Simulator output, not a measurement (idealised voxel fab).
Presented below is a process module, voxel self aligned contacts.
Square cells of 5 nm make up the cross-section cut, whose width is 200 nm.
Notation: cross-section as square-cell grid; stated in bands, top first, going down; one or more cell rows per band.
The entry gives the band's vertical extent as a top height and a bottom height in nm, then its horizontal make-up as materials from left to right, each with a width in nm. "blank" stands for empty space; a single material marked "everywhere" fills the band edge to edge.
Heights are expressed relative to 0, this being the level below which the as-received wafer comprises one material exclusively. The lowest band is unbounded in the downward direction and is denoted as in "from 0 down".
A two-number width, for instance "30 to 40", indicates that the width is equal to the first number in the top row of the band and to the second number in the bottom row, and that it changes by a constant amount per row of cells.
Key: "nothing altered" - step with no changed cell in the cross-section.
"Enclosed void list" - sealed voids, min. 8 cells, no opening to top; format: width x height at distance (distance from left edge; nm throughout).
Formally, on a step line, whatever follows the settings is a remark that the simulator itself makes on the step.
Each step line may optionally specify "overlay nm", which for a step with a mask gives the rightward distance between the mask's planned place and where it lay, a negative value indicating the leftward direction.
Steps in the process plan:
1: RECEIVE with material Si
2: CONFORMAL_DEP with material SiO2, thk nm 5
3: DIRECTIONAL_DEP with material polySi, thk nm 30
4: DIRECTIONAL_DEP with material SiN, thk nm 20
5: DIRECTIONAL_DEP with material aC, thk nm 15
6: PATTERN with tone cover, mask id GATE, material resist, width nm 25, pitch nm 60, thk nm 30, overlay nm 0
7: DIRECTIONAL_ETCH with etch materials aC, depth nm 15
8: STRIP with etch materials resist
9: DIRECTIONAL_ETCH with etch materials SiN, depth nm 20
10: DIRECTIONAL_ETCH with etch materials polySi, depth nm 30
11: STRIP with etch materials aC
12: CONFORMAL_DEP with material SiN, thk nm 10
13: DIRECTIONAL_ETCH with etch materials SiN, depth nm 10
14: FILL_DEP with material SiO2, thk nm 15
15: CMP with height nm 60
16: MASKED_ETCH with tone open, mask id CONTACT, width nm 45, etch materials SiO2, depth nm 60, overlay nm 0
17: CONFORMAL_DEP with material TiN, thk nm 5
18: FILL_DEP with material Ru, thk nm 5
19: CMP with height nm 60
20: CONFORMAL_DEP with material SiN, thk nm 5
The first of two wafers, run as planned:
Shown in cross-section is the wafer as received, that is, as it stands after step 1:
    from 0 down  Si everywhere
    Enclosed void list: none
Take a look at the wafer's cross-section after step 2:
    from 5 to 0  SiO2 everywhere
    Note: structure below 0 unchanged.
Take a look at the wafer's cross-section after step 3:
    from 35 to 5  polySi everywhere
    Note: structure below 5 unchanged.
Take a look at the wafer's cross-section after step 4:
    from 55 to 35  SiN everywhere
    Note: structure below 35 unchanged.
Take a look at the wafer's cross-section after step 5:
    from 70 to 55  aC everywhere
    Note: structure below 55 unchanged.
Take a look at the wafer's cross-section after step 6:
    from 100 to 70  blank: 55, resist: 25, blank: 35, resist: 25, blank: 60
    Note: structure below 70 unchanged.
Take a look at the wafer's cross-section after step 7:
    from 85 to 70  blank: 55, resist: 25, blank: 35, resist: 25, blank: 60
    from 70 to 55  blank: 55, aC: 25, blank: 35, aC: 25, blank: 60
    Note: structure below 55 unchanged.
Take a look at the wafer's cross-section after step 8:
    from 70 to 55  blank: 55, aC: 25, blank: 35, aC: 25, blank: 60
    Note: structure below 55 unchanged.
Take a look at the wafer's cross-section after step 9:
    from 70 to 55  blank: 55, aC: 25, blank: 35, aC: 25, blank: 60
    from 55 to 35  blank: 55, SiN: 25, blank: 35, SiN: 25, blank: 60
    Note: structure below 35 unchanged.
Take a look at the wafer's cross-section after step 10:
    from 70 to 55  blank: 55, aC: 25, blank: 35, aC: 25, blank: 60
    from 55 to 35  blank: 55, SiN: 25, blank: 35, SiN: 25, blank: 60
    from 35 to 5  blank: 55, polySi: 25, blank: 35, polySi: 25, blank: 60
    Note: structure below 5 unchanged.
Take a look at the wafer's cross-section after step 11:
    from 55 to 35  blank: 55, SiN: 25, blank: 35, SiN: 25, blank: 60
    Note: structure below 35 unchanged.
Take a look at the wafer's cross-section after step 12:
    from 65 to 35  blank: 45, SiN: 45, blank: 15, SiN: 45, blank: 50
    from 35 to 15  blank: 45, SiN: 10, polySi: 25, SiN: 10, blank: 15, SiN: 10, polySi: 25, SiN: 10, blank: 50
    from 15 to 5  SiN: 55, polySi: 25, SiN: 35, polySi: 25, SiN: 60
    Note: structure below 5 unchanged.
Take a look at the wafer's cross-section after step 13:
    from 55 to 35  blank: 45, SiN: 45, blank: 15, SiN: 45, blank: 50
    from 35 to 5  blank: 45, SiN: 10, polySi: 25, SiN: 10, blank: 15, SiN: 10, polySi: 25, SiN: 10, blank: 50
    Note: structure below 5 unchanged.
Take a look at the wafer's cross-section after step 14:
    from 70 to 55  SiO2 everywhere
    from 55 to 35  SiO2: 45, SiN: 45, SiO2: 15, SiN: 45, SiO2: 50
    from 35 to 5  SiO2: 45, SiN: 10, polySi: 25, SiN: 10, SiO2: 15, SiN: 10, polySi: 25, SiN: 10, SiO2: 50
    Note: structure below 5 unchanged.
Take a look at the wafer's cross-section after step 15:
    from 60 to 55  SiO2 everywhere
    Note: structure below 55 unchanged.
Take a look at the wafer's cross-section after step 16:
    from 60 to 55  SiO2: 75, blank: 45, SiO2: 80
    from 55 to 35  SiO2: 45, SiN: 45, blank: 15, SiN: 45, SiO2: 50
    from 35 to 5  SiO2: 45, SiN: 10, polySi: 25, SiN: 10, blank: 15, SiN: 10, polySi: 25, SiN: 10, SiO2: 50
    from 5 to 0  SiO2: 90, blank: 15, SiO2: 95
    Note: structure below 0 unchanged.
Take a look at the wafer's cross-section after step 17:
    from 65 to 60  TiN: 80, blank: 35, TiN: 85
    from 60 to 55  SiO2: 75, TiN: 20, blank: 5, TiN: 20, SiO2: 80
    from 55 to 35  SiO2: 45, SiN: 45, TiN: 5, blank: 5, TiN: 5, SiN: 45, SiO2: 50
    from 35 to 5  SiO2: 45, SiN: 10, polySi: 25, SiN: 10, TiN: 5, blank: 5, TiN: 5, SiN: 10, polySi: 25, SiN: 10, SiO2: 50
    from 5 to 0  SiO2: 90, TiN: 15, SiO2: 95
    Note: structure below 0 unchanged.
Take a look at the wafer's cross-section after step 18:
    from 70 to 65  Ru everywhere
    from 65 to 60  TiN: 80, Ru: 35, TiN: 85
    from 60 to 55  SiO2: 75, TiN: 20, Ru: 5, TiN: 20, SiO2: 80
    from 55 to 35  SiO2: 45, SiN: 45, TiN: 5, Ru: 5, TiN: 5, SiN: 45, SiO2: 50
    from 35 to 5  SiO2: 45, SiN: 10, polySi: 25, SiN: 10, TiN: 5, Ru: 5, TiN: 5, SiN: 10, polySi: 25, SiN: 10, SiO2: 50
    Note: structure below 5 unchanged.
Take a look at the wafer's cross-section after step 19:
    from 60 to 55  SiO2: 75, TiN: 20, Ru: 5, TiN: 20, SiO2: 80
    Note: structure below 55 unchanged.
Take a look at the wafer's cross-section after step 20:
    from 65 to 60  SiN everywhere
    Note: structure below 60 unchanged.
It is to be noted that the second wafer proceeded from the same initial state and according to the same plan as the first, although one mistake was committed in its execution; through step 11, inclusive, the two wafers share an identical history:
Second wafer: cross-section at the scheduled end of step 12: nothing altered
Second wafer: cross-section at the scheduled end of step 13:
    from 45 to 35  blank: 55, SiN: 25, blank: 35, SiN: 25, blank: 60
    Note: structure below 35 unchanged.
Second wafer: cross-section at the scheduled end of step 14:
    from 60 to 45  SiO2 everywhere
    from 45 to 35  SiO2: 55, SiN: 25, SiO2: 35, SiN: 25, SiO2: 60
    from 35 to 5  SiO2: 55, polySi: 25, SiO2: 35, polySi: 25, SiO2: 60
    Note: structure below 5 unchanged.
Second wafer: cross-section at the scheduled end of step 15: nothing altered
Second wafer: cross-section at the scheduled end of step 16:
    from 60 to 45  SiO2: 75, blank: 45, SiO2: 80
    from 45 to 35  SiO2: 55, SiN: 25, blank: 35, SiN: 25, SiO2: 60
    from 35 to 5  SiO2: 55, polySi: 25, blank: 35, polySi: 25, SiO2: 60
    from 5 to 0  SiO2: 80, blank: 35, SiO2: 85
    Note: structure below 0 unchanged.
Second wafer: cross-section at the scheduled end of step 17:
    from 65 to 60  TiN: 80, blank: 35, TiN: 85
    from 60 to 50  SiO2: 75, TiN: 5, blank: 35, TiN: 5, SiO2: 80
    from 50 to 45  SiO2: 75, TiN: 10, blank: 25, TiN: 10, SiO2: 80
    from 45 to 35  SiO2: 55, SiN: 25, TiN: 5, blank: 25, TiN: 5, SiN: 25, SiO2: 60
    from 35 to 5  SiO2: 55, polySi: 25, TiN: 5, blank: 25, TiN: 5, polySi: 25, SiO2: 60
    from 5 to 0  SiO2: 80, TiN: 35, SiO2: 85
    Note: structure below 0 unchanged.
Second wafer: cross-section at the scheduled end of step 18:
    from 70 to 65  Ru everywhere
    from 65 to 60  TiN: 80, Ru: 35, TiN: 85
    from 60 to 50  SiO2: 75, TiN: 5, Ru: 35, TiN: 5, SiO2: 80
    from 50 to 45  SiO2: 75, TiN: 10, Ru: 25, TiN: 10, SiO2: 80
    from 45 to 35  SiO2: 55, SiN: 25, TiN: 5, Ru: 25, TiN: 5, SiN: 25, SiO2: 60
    from 35 to 5  SiO2: 55, polySi: 25, TiN: 5, Ru: 25, TiN: 5, polySi: 25, SiO2: 60
    Note: structure below 5 unchanged.
Second wafer: cross-section at the scheduled end of step 19:
    from 60 to 50  SiO2: 75, TiN: 5, Ru: 35, TiN: 5, SiO2: 80
    Note: structure below 50 unchanged.
Second wafer: cross-section at the scheduled end of step 20:
    from 65 to 60  SiN everywhere
    Note: structure below 60 unchanged.
What went wrong in running the wafer? the run left out plan step 12 entirely, so it was never executed
Wafer comparison, final, in cells, second relative to first, materials more or fewer: Ru: 48 more; SiN: 100 fewer; SiO2: 52 more
